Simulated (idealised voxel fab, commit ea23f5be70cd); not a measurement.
The process module presented herein is designated voxel self aligned vias.
In the cross-section labelled cut, the width is 270 nm and each square cell is 5 nm.
Cross-section spec: square-cell grid; bands listed top down; each band is one or more rows.
Band: top and bottom heights (nm) first, top before bottom; then materials from left to right, widths in nm. "edge to edge" marks a sole material filling the band edge to edge. "empty" denotes empty space.
Heights from 0 (as-received wafer is one material below). Bottom band endless downward, as "0 -> down".
Width: "30->40" (first number = top row, second number = bottom row, same change from row to row of cells).
Any step labelled "no change occurred" changed none of the cells in the cross-section.
Each empty space that has no open way to the top and spans at least 8 cells appears under "Enclosed cavity list" as width x height at distance, the distance counted from the left edge, all in nm.
What comes after the settings on a step's line is commentary from the simulator itself on that step.
A step's line can hold "overlay nm"; with a mask on that step, the setting says how far right of the planned place the mask lay, while a negative setting says it lay to the left.

### Process steps - plan
1: RECEIVE [material Si]
2: CONFORMAL_DEP [material SiO2] [thk nm 10]
3: CONFORMAL_DEP [material SiCN] [thk nm 5]
4: DIRECTIONAL_DEP [material SiO2] [thk nm 30]
5: PATTERN [tone open] [mask id LINES] [material resist] [width nm 20] [pitch nm 55] [thk nm 15] [overlay nm 0]
6: DIRECTIONAL_ETCH [etch materials SiO2] [depth nm 30]
7: STRIP [etch materials resist]
8: CONFORMAL_DEP [material TiN] [thk nm 5]
9: FILL_DEP [material W] [thk nm 10]
10: CMP [height nm 45]
11: SELECTIVE_ETCH [etch materials W Ru TiN] [depth nm 5]
12: FILL_DEP [material SiN] [thk nm 5]
13: CMP [height nm 45]
14: DIRECTIONAL_DEP [material SiO2] [thk nm 15]
15: DIRECTIONAL_DEP [material aC] [thk nm 10]
16: PATTERN [tone open] [mask id VIAS] [material resist] [width nm 40] [pitch nm 110] [thk nm 25] [overlay nm 0]
17: DIRECTIONAL_ETCH [etch materials aC] [depth nm 10]
18: STRIP [etch materials resist]
19: DIRECTIONAL_ETCH [etch materials SiO2] [depth nm 15]
20: DIRECTIONAL_ETCH [etch materials SiN] [depth nm 5]
21: STRIP [etch materials aC]
22: CONFORMAL_DEP [material TiN] [thk nm 5]
23: FILL_DEP [material Cu] [thk nm 5]
24: CMP [height nm 60]
25: CONFORMAL_DEP [material SiN] [thk nm 5]

### So this is the incoming wafer in cross-section - it's already been through step 1
> 0 -> down | Si edge to edge
> Enclosed cavity list: none

### The module was run from the start shown above using the plan shown above, but one mistake was made doing it; the resulting wafer cross-section is below
> 65 -> 60 | SiN edge to edge
> 60 -> 50 | 60 nm SiO2 | 5 nm TiN | 30 nm Cu | 5 nm TiN | 70 nm SiO2 | 5 nm TiN | 30 nm Cu | 5 nm TiN | 60 nm SiO2
> 50 -> 45 | 60 nm SiO2 | 15 nm TiN | 10 nm Cu | 15 nm TiN | 70 nm SiO2 | 15 nm TiN | 10 nm Cu | 15 nm TiN | 60 nm SiO2
> 45 -> 40 | 70 nm SiO2 | 20 nm TiN | 35 nm SiO2 | 20 nm SiN | 35 nm SiO2 | 20 nm TiN | 70 nm SiO2
> 40 -> 20 | 70 nm SiO2 | 5 nm TiN | 10 nm W | 5 nm TiN | 35 nm SiO2 | 5 nm TiN | 10 nm W | 5 nm TiN | 35 nm SiO2 | 5 nm TiN | 10 nm W | 5 nm TiN | 70 nm SiO2
> 20 -> 15 | 70 nm SiO2 | 20 nm TiN | 35 nm SiO2 | 20 nm TiN | 35 nm SiO2 | 20 nm TiN | 70 nm SiO2
> 15 -> 5 | SiO2 edge to edge
> 5 -> 0 | SiCN edge to edge
> 0 -> down | Si edge to edge
> Enclosed cavity list: none
Misprocessing identified: swap of plan steps 2 and 3 during execution
